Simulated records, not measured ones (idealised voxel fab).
Process module heading - voxel self aligned contacts
Each square cell in cross-section cut measures 5 nm, and the section as a whole is 245 nm wide.
We lay out every cross-section as a grid of square cells and spell it out in bands from the top down, where one band means one or more rows of cells.
Within each band entry, the heights of the top and of the bottom of the band appear first, in that order and in nm; the materials of the band then follow from left to right, each with its corresponding width in nm. The designation "throughout" on a single material indicates that it fills the band from edge to edge; the designation "blank" indicates empty space.
Heads up on the height convention: 0 is the point under which the incoming wafer is all one material, and the lowest band has no bottom, it just keeps going down, like "z 0 and below".
The two numbers in a width such as "30 to 40" mark its ends across the band: the first belongs to the top row of cells, the second to the bottom row, and from each row to the next the width moves by the same amount.
Step note "remained the same" = no cross-section cell changed.
The entry titled "Sealed void listing" provides the empty spaces that have no open way to the top, restricted to those of 8 cells or more. Each is presented as width x height at distance, the distance being measured from the left edge, with all three in nm.
On each step's line, the part that comes after the settings is the simulator's own comment on the step.
overlay nm: where the mask lay relative to plan, measured to the right, on steps with a mask; negatives go left.
# Planned step list for the process
step 1: RECEIVE | material Si
step 2: OXIDIZE | depth nm 5
step 3: DIRECTIONAL_DEP | material polySi | thk nm 25
step 4: DIRECTIONAL_DEP | material SiN | thk nm 15
step 5: DIRECTIONAL_DEP | material aC | thk nm 15
step 6: PATTERN | tone cover | mask id GATE | material resist | width nm 35 | pitch nm 70 | thk nm 35 | overlay nm 0
step 7: DIRECTIONAL_ETCH | etch materials aC | depth nm 15
step 8: STRIP | etch materials resist
step 9: DIRECTIONAL_ETCH | etch materials SiN | depth nm 15
step 10: DIRECTIONAL_ETCH | etch materials polySi | depth nm 25
step 11: STRIP | etch materials aC
step 12: CONFORMAL_DEP | material SiN | thk nm 5
step 13: DIRECTIONAL_ETCH | etch materials SiN | depth nm 5
step 14: FILL_DEP | material SiO2 | thk nm 10
step 15: CMP | height nm 45
step 16: PATTERN | tone open | mask id CONTACT | material resist | width nm 55 | thk nm 15 | overlay nm -15
step 17: DIRECTIONAL_ETCH | etch materials SiO2 | depth nm 50
step 18: STRIP | etch materials resist
step 19: CONFORMAL_DEP | material TiN | thk nm 5
step 20: FILL_DEP | material W | thk nm 10
step 21: CMP | height nm 45
step 22: CONFORMAL_DEP | material SiN | thk nm 5
Wafers differ in overlay nm at step 16; plan lists the first wafer's value; identical starting state.
# Cross-sectional view of the first of several wafers in the as-received condition, corresponding to the state following step 1
- z 0 and below = Si throughout
- Sealed void listing: none
# Here is how to read the rows: every wafer has a row, and it shows the wafer at the end of the module, giving for each material how many cells were gained (+) or lost (-) since the wafer was received, then listing its closed voids
overlay nm -15; -49 Si; +123 SiN; +290 SiO2; +29 TiN; +27 W; +70 polySi; Sealed void listing: none
overlay nm -10; -49 Si; +123 SiN; +290 SiO2; +29 TiN; +27 W; +70 polySi; Sealed void listing: none
overlay nm -5; -49 Si; +123 SiN; +290 SiO2; +29 TiN; +27 W; +70 polySi; Sealed void listing: none
overlay nm 0; -49 Si; +123 SiN; +290 SiO2; +29 TiN; +27 W; +70 polySi; Sealed void listing: none
overlay nm 5; -49 Si; +123 SiN; +290 SiO2; +29 TiN; +27 W; +70 polySi; Sealed void listing: none
overlay nm 10; -49 Si; +123 SiN; +290 SiO2; +29 TiN; +27 W; +70 polySi; Sealed void listing: none
overlay nm 15; -49 Si; +123 SiN; +290 SiO2; +29 TiN; +27 W; +70 polySi; Sealed void listing: none
